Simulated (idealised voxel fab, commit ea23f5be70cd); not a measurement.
The following is a process module called voxel air gaps.
Shown is cross-section cut, with a width of 155 nm and square cells of size 5 nm.
Just so we're on the same page, the cross-sections are grids of square cells, and they're listed out in bands top to bottom, each band one or more rows deep.
Per band: top height and bottom height in nm, followed by the left-to-right materials and their widths in nm; "edge to edge" marks a single material spanning edge to edge, "empty" marks empty space.
We count height from 0. Below that, the starting wafer is all one material. The lowest band never ends at the bottom but goes on down; see "0 -> down" for how that is written.
Width: "30 to 40" (first number = top row, second number = bottom row, same change from row to row of cells).
"nothing changed" after a step means that no cell of the cross-section changed.
Each empty space that has no open way to the top and spans at least 8 cells appears under "Closed empty spaces" as width x height at distance, the distance counted from the left edge, all in nm.
Note: text after step settings on the step line = simulator remark on that step.
Regarding "overlay nm": on a step with a mask, it is the distance the mask lay to the right of its planned place; a negative value places it to the left.
Below is the list of planned process steps:
1 RECEIVE,material Si
2 CONFORMAL_DEP,material SiO2,thk nm 15
3 CONFORMAL_DEP,material SiCN,thk nm 5
4 DIRECTIONAL_DEP,material lowk,thk nm 35
5 PATTERN,tone open,mask id LINES,material resist,width nm 15,pitch nm 40,thk nm 15,overlay nm 0
6 DIRECTIONAL_ETCH,etch materials lowk,depth nm 35
7 STRIP,etch materials resist
8 CONFORMAL_DEP,material TiN,thk nm 5
9 FILL_DEP,material W,thk nm 5
10 CMP,height nm 55
11 EPI,material Ru,thk nm 10
12 SELECTIVE_ETCH,etch materials lowk,depth nm 45
13 CONFORMAL_DEP,material SiCN,thk nm 5
Cross-sectional view of the wafer in its as-received condition, corresponding to the state after step 1:
* 0 -> down = Si edge to edge
* Closed empty spaces: none
Module complete, cross-section. Starting point and plan per above. One mistake made in running the module:
* 70 -> 65 = SiCN edge to edge
* 65 -> 55 = Ru edge to edge
* 55 -> 25 = W 25  TiN 5  lowk 15  TiN 5  W 15  TiN 5  lowk 15  TiN 5  W 15  TiN 5  lowk 15  TiN 5  W 25
* 25 -> 20 = TiN 30  lowk 15  TiN 25  lowk 15  TiN 25  lowk 15  TiN 30
* 20 -> 15 = SiCN edge to edge
* 15 -> 0 = SiO2 edge to edge
* 0 -> down = Si edge to edge
* Closed empty spaces: none
Plan not followed: the process deviated at step 5: the operation and settings actually run there were PATTERN,tone cover,mask id LINES,material resist,width nm 15,pitch nm 40,thk nm 15,overlay nm 0
